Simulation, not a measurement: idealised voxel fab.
The document below concerns the process module designated voxel self aligned vias.
Shown is cross-section cut, with a width of 155 nm and square cells of size 5 nm.
Bands, listed from the top down, are how a cross-section gets written in this document; the cross-section itself is a grid of square cells, and a band is one or more rows of them.
In this notation a band is specified by the heights of its top and bottom, in that order and in nm, after which its materials appear from left to right, each paired with its width in nm. The word "edge to edge" attached to a single material means that material fills the band from edge to edge; the word "empty" stands for empty space.
Convention: height 0 is the level below which the wafer, as received, is all one material. The lowest band does not terminate at the bottom but continues downward, represented as "z 0 and below".
When a width is written as two numbers, as in "30->40", the first number is the width in the top row of cells of the band and the second is the width in its bottom row, and the width changes by the same amount from each row to the next.
The cross-section has no changed cell in any step marked "nothing was modified".
Closed empty spaces (no open way to the top) of 8 cells or more are what "Enclosed void list" lists, each as width x height at distance from the left edge, nm for all three.
It should be noted that, on the line of a given step, the content following the step's settings is a remark produced by the simulator itself with respect to that step.
The line of a step may include "overlay nm". On a step with a mask, this value is how far to the right of its planned place the mask lay. A negative value means the mask lay to the left.

Planned step list for the process
1. RECEIVE, material Si
2. CONFORMAL_DEP, material SiO2, thk nm 10
3. CONFORMAL_DEP, material SiCN, thk nm 5
4. DIRECTIONAL_DEP, material lowk, thk nm 30
5. MASKED_ETCH, tone open, mask id LINES, width nm 30, pitch nm 65, etch materials lowk, depth nm 30, overlay nm 0
6. CONFORMAL_DEP, material TiN, thk nm 5
7. FILL_DEP, material Ru, thk nm 10
8. CMP, height nm 45
9. SELECTIVE_ETCH, etch materials W Ru TiN, depth nm 5
10. FILL_DEP, material SiN, thk nm 10
11. CMP, height nm 45
12. DIRECTIONAL_DEP, material lowk, thk nm 15
13. PATTERN, tone open, mask id VIAS, material resist, width nm 50, thk nm 15, overlay nm 0
14. DIRECTIONAL_ETCH, etch materials lowk, depth nm 15
15. DIRECTIONAL_ETCH, etch materials SiN, depth nm 5
16. STRIP, etch materials resist
17. CONFORMAL_DEP, material TiN, thk nm 5
18. FILL_DEP, material Cu, thk nm 5
19. CMP, height nm 60
20. CONFORMAL_DEP, material SiCN, thk nm 5

Received-state cross-section, reflecting completion of step 1
	z 0 and below: Si edge to edge
	Enclosed void list: none

Cross-section taken at module completion on the first of two wafers; processed per the plan
	z 65 to 60: SiCN edge to edge
	z 60 to 50: lowk (20) | TiN (5) | Cu (40) | TiN (5) | lowk (85)
	z 50 to 45: lowk (20) | TiN (15) | Cu (20) | TiN (15) | lowk (85)
	z 45 to 40: lowk (30) | TiN (30) | lowk (35) | SiN (30) | lowk (30)
	z 40 to 20: lowk (30) | TiN (5) | Ru (20) | TiN (5) | lowk (35) | TiN (5) | Ru (20) | TiN (5) | lowk (30)
	z 20 to 15: lowk (30) | TiN (30) | lowk (35) | TiN (30) | lowk (30)
	z 15 to 10: SiCN edge to edge
	z 10 to 0: SiO2 edge to edge
	z 0 and below: Si edge to edge
	Enclosed void list: none

Wafer two cross-section, module end. Start and plan unchanged from wafer one; one mistake made during the run
	z 65 to 60: SiCN edge to edge
	z 60 to 50: lowk (20) | TiN (5) | Cu (40) | TiN (5) | lowk (85)
	z 50 to 45: lowk (20) | TiN (50) | lowk (85)
	z 45 to 40: SiN (20) | TiN (10) | lowk (30) | TiN (10) | SiN (25) | lowk (30) | SiN (30)
	z 40 to 20: Ru (25) | TiN (5) | lowk (30) | TiN (5) | Ru (25) | TiN (5) | lowk (30) | TiN (5) | Ru (25)
	z 20 to 15: TiN (30) | lowk (30) | TiN (35) | lowk (30) | TiN (30)
	z 15 to 10: SiCN edge to edge
	z 10 to 0: SiO2 edge to edge
	z 0 and below: Si edge to edge
	Enclosed void list: none
What broke from the plan during processing? step 5 deviated from plan and actually ran as MASKED_ETCH, tone cover, mask id LINES, width nm 30, pitch nm 65, etch materials lowk, depth nm 30, overlay nm 0
The second wafer ends with more or fewer cells of some materials than the first, per final count: Cu -4 | Ru +28 | SiN +9 | TiN +9 | lowk -42
